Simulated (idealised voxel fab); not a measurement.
Process module under the name voxel air gaps
Each square cell in cross-section cut measures 5 nm, and the section as a whole is 205 nm wide.
A cross-section in this document is a grid of square cells, and it is written down as bands, the top band listed before the ones below it; a band is made up of one or more rows of cells. Top height, bottom height, nm. Materials left to right, width each, nm. Single material + "throughout" = fills band edge to edge. "air" = empty. Zero point of the height axis is 0; under it, received wafer = one material. Lowest band: continues down indefinitely, "from 0 down". With a width like "30 to 40", each row of cells in the band differs from the next by the same amount, the top row carrying the first number and the bottom row the second. For the purposes of this document, the phrase "all unchanged" attached to a step denotes that no cell within the cross-section was modified by that step. Empty spaces counting at least 8 cells and having no open way to the top are listed in "Trapped cavities". The notation width x height at distance is used for each, the distance being from the left edge and all three values in nm. Post-settings text on a step line: simulator's own remark regarding the step. overlay nm: for a step with a mask, the amount by which the mask lay right of where it was planned; a negative amount means left of it.
**These are the steps we planned for the process**
step 1: RECEIVE,material Si
step 2: CONFORMAL_DEP,material SiO2,thk nm 15
step 3: CONFORMAL_DEP,material SiN,thk nm 5
step 4: DIRECTIONAL_DEP,material lowk,thk nm 40
step 5: DIRECTIONAL_DEP,material aC,thk nm 15
step 6: PATTERN,tone open,mask id LINES,material resist,width nm 25,pitch nm 50,thk nm 30,overlay nm 0
step 7: DIRECTIONAL_ETCH,etch materials aC,depth nm 15
step 8: STRIP,etch materials resist
step 9: DIRECTIONAL_ETCH,etch materials lowk,depth nm 40
step 10: STRIP,etch materials aC
step 11: CONFORMAL_DEP,material TiN,thk nm 5
step 12: FILL_DEP,material W,thk nm 10
step 13: CMP,height nm 60
step 14: EPI,material Ru,thk nm 10
step 15: SELECTIVE_ETCH,etch materials lowk,depth nm 50
step 16: CONFORMAL_DEP,material SiCN,thk nm 5
**Of two wafers, the first: run according to plan**
**As received (post step 1): cross-section**
  from 0 down | Si throughout
  Trapped cavities: none
**How the wafer stands in section after step 2**
  from 15 to 0 | SiO2 throughout
  Anything lower than 0 is untouched.
**How the wafer stands in section after step 3**
  from 20 to 15 | SiN throughout
  Anything lower than 15 is untouched.
**How the wafer stands in section after step 4**
  from 60 to 20 | lowk throughout
  Anything lower than 20 is untouched.
**How the wafer stands in section after step 5**
  from 75 to 60 | aC throughout
  Anything lower than 60 is untouched.
**How the wafer stands in section after step 6**
  from 105 to 75 | 40 resist / 25 air / 25 resist / 25 air / 25 resist / 25 air / 40 resist
  Anything lower than 75 is untouched.
**How the wafer stands in section after step 7**
  from 90 to 75 | 40 resist / 25 air / 25 resist / 25 air / 25 resist / 25 air / 40 resist
  from 75 to 60 | 40 aC / 25 air / 25 aC / 25 air / 25 aC / 25 air / 40 aC
  Anything lower than 60 is untouched.
**How the wafer stands in section after step 8**
  from 75 to 60 | 40 aC / 25 air / 25 aC / 25 air / 25 aC / 25 air / 40 aC
  Anything lower than 60 is untouched.
**How the wafer stands in section after step 9**
  from 75 to 60 | 40 aC / 25 air / 25 aC / 25 air / 25 aC / 25 air / 40 aC
  from 60 to 20 | 40 lowk / 25 air / 25 lowk / 25 air / 25 lowk / 25 air / 40 lowk
  Anything lower than 20 is untouched.
**How the wafer stands in section after step 10**
  from 60 to 20 | 40 lowk / 25 air / 25 lowk / 25 air / 25 lowk / 25 air / 40 lowk
  Anything lower than 20 is untouched.
**How the wafer stands in section after step 11**
  from 65 to 60 | 45 TiN / 15 air / 35 TiN / 15 air / 35 TiN / 15 air / 45 TiN
  from 60 to 25 | 40 lowk / 5 TiN / 15 air / 5 TiN / 25 lowk / 5 TiN / 15 air / 5 TiN / 25 lowk / 5 TiN / 15 air / 5 TiN / 40 lowk
  from 25 to 20 | 40 lowk / 25 TiN / 25 lowk / 25 TiN / 25 lowk / 25 TiN / 40 lowk
  Anything lower than 20 is untouched.
**How the wafer stands in section after step 12**
  from 75 to 65 | W throughout
  from 65 to 60 | 45 TiN / 15 W / 35 TiN / 15 W / 35 TiN / 15 W / 45 TiN
  from 60 to 25 | 40 lowk / 5 TiN / 15 W / 5 TiN / 25 lowk / 5 TiN / 15 W / 5 TiN / 25 lowk / 5 TiN / 15 W / 5 TiN / 40 lowk
  Anything lower than 25 is untouched.
**How the wafer stands in section after step 13**
  from 60 to 25 | 40 lowk / 5 TiN / 15 W / 5 TiN / 25 lowk / 5 TiN / 15 W / 5 TiN / 25 lowk / 5 TiN / 15 W / 5 TiN / 40 lowk
  Anything lower than 25 is untouched.
**How the wafer stands in section after step 14**
  from 70 to 60 | 30 air / 45 Ru / 5 air / 45 Ru / 5 air / 45 Ru / 30 air
  Anything lower than 60 is untouched.
**How the wafer stands in section after step 15**
  from 70 to 60 | 30 air / 45 Ru / 5 air / 45 Ru / 5 air / 45 Ru / 30 air
  from 60 to 25 | 40 air / 5 TiN / 15 W / 5 TiN / 25 air / 5 TiN / 15 W / 5 TiN / 25 air / 5 TiN / 15 W / 5 TiN / 40 air
  from 25 to 20 | 40 air / 25 TiN / 25 air / 25 TiN / 25 air / 25 TiN / 40 air
  Anything lower than 20 is untouched.
**How the wafer stands in section after step 16**
  from 75 to 70 | 25 air / 155 SiCN / 25 air
  from 70 to 60 | 25 air / 5 SiCN / 45 Ru / 5 SiCN / 45 Ru / 5 SiCN / 45 Ru / 5 SiCN / 25 air
  from 60 to 55 | 25 air / 15 SiCN / 5 TiN / 15 W / 5 TiN / 25 SiCN / 5 TiN / 15 W / 5 TiN / 25 SiCN / 5 TiN / 15 W / 5 TiN / 15 SiCN / 25 air
  from 55 to 25 | 35 air / 5 SiCN / 5 TiN / 15 W / 5 TiN / 5 SiCN / 15 air / 5 SiCN / 5 TiN / 15 W / 5 TiN / 5 SiCN / 15 air / 5 SiCN / 5 TiN / 15 W / 5 TiN / 5 SiCN / 35 air
  from 25 to 20 | 40 SiCN / 25 TiN / 25 SiCN / 25 TiN / 25 SiCN / 25 TiN / 40 SiCN
  Anything lower than 20 is untouched.
  Trapped cavities: 15 x 30 at 70; 15 x 30 at 120
**Second wafer: same start and same plan as the first, one execution error; identical to the first through step 13**
**Second wafer: cross-section at the scheduled end of step 14**
  from 60 to 25 | 40 air / 5 TiN / 15 W / 5 TiN / 25 air / 5 TiN / 15 W / 5 TiN / 25 air / 5 TiN / 15 W / 5 TiN / 40 air
  from 25 to 20 | 40 air / 25 TiN / 25 air / 25 TiN / 25 air / 25 TiN / 40 air
  Anything lower than 20 is untouched.
**Second wafer: cross-section at the scheduled end of step 15**
  from 70 to 60 | 30 air / 45 Ru / 5 air / 45 Ru / 5 air / 45 Ru / 30 air
  from 60 to 25 | 30 air / 10 Ru / 5 TiN / 15 W / 5 TiN / 10 Ru / 5 air / 10 Ru / 5 TiN / 15 W / 5 TiN / 10 Ru / 5 air / 10 Ru / 5 TiN / 15 W / 5 TiN / 10 Ru / 30 air
  from 25 to 20 | 30 air / 10 Ru / 25 TiN / 10 Ru / 5 air / 10 Ru / 25 TiN / 10 Ru / 5 air / 10 Ru / 25 TiN / 10 Ru / 30 air
  Anything lower than 20 is untouched.
**Second wafer: cross-section at the scheduled end of step 16**
  from 75 to 70 | 25 air / 155 SiCN / 25 air
  from 70 to 60 | 25 air / 5 SiCN / 45 Ru / 5 SiCN / 45 Ru / 5 SiCN / 45 Ru / 5 SiCN / 25 air
  from 60 to 25 | 25 air / 5 SiCN / 10 Ru / 5 TiN / 15 W / 5 TiN / 10 Ru / 5 SiCN / 10 Ru / 5 TiN / 15 W / 5 TiN / 10 Ru / 5 SiCN / 10 Ru / 5 TiN / 15 W / 5 TiN / 10 Ru / 5 SiCN / 25 air
  from 25 to 20 | 30 SiCN / 10 Ru / 25 TiN / 10 Ru / 5 SiCN / 10 Ru / 25 TiN / 10 Ru / 5 SiCN / 10 Ru / 25 TiN / 10 Ru / 30 SiCN
  Anything lower than 20 is untouched.
Deviation from plan: steps 14 and 15 got flipped, so each one ran where the other should have
The final cell counts differ between the wafers, with the second having more or fewer of some materials than the first: +96 Ru | -36 SiCN
Quick summary for you: first wafer finishes at 2 closed voids, second at 0.
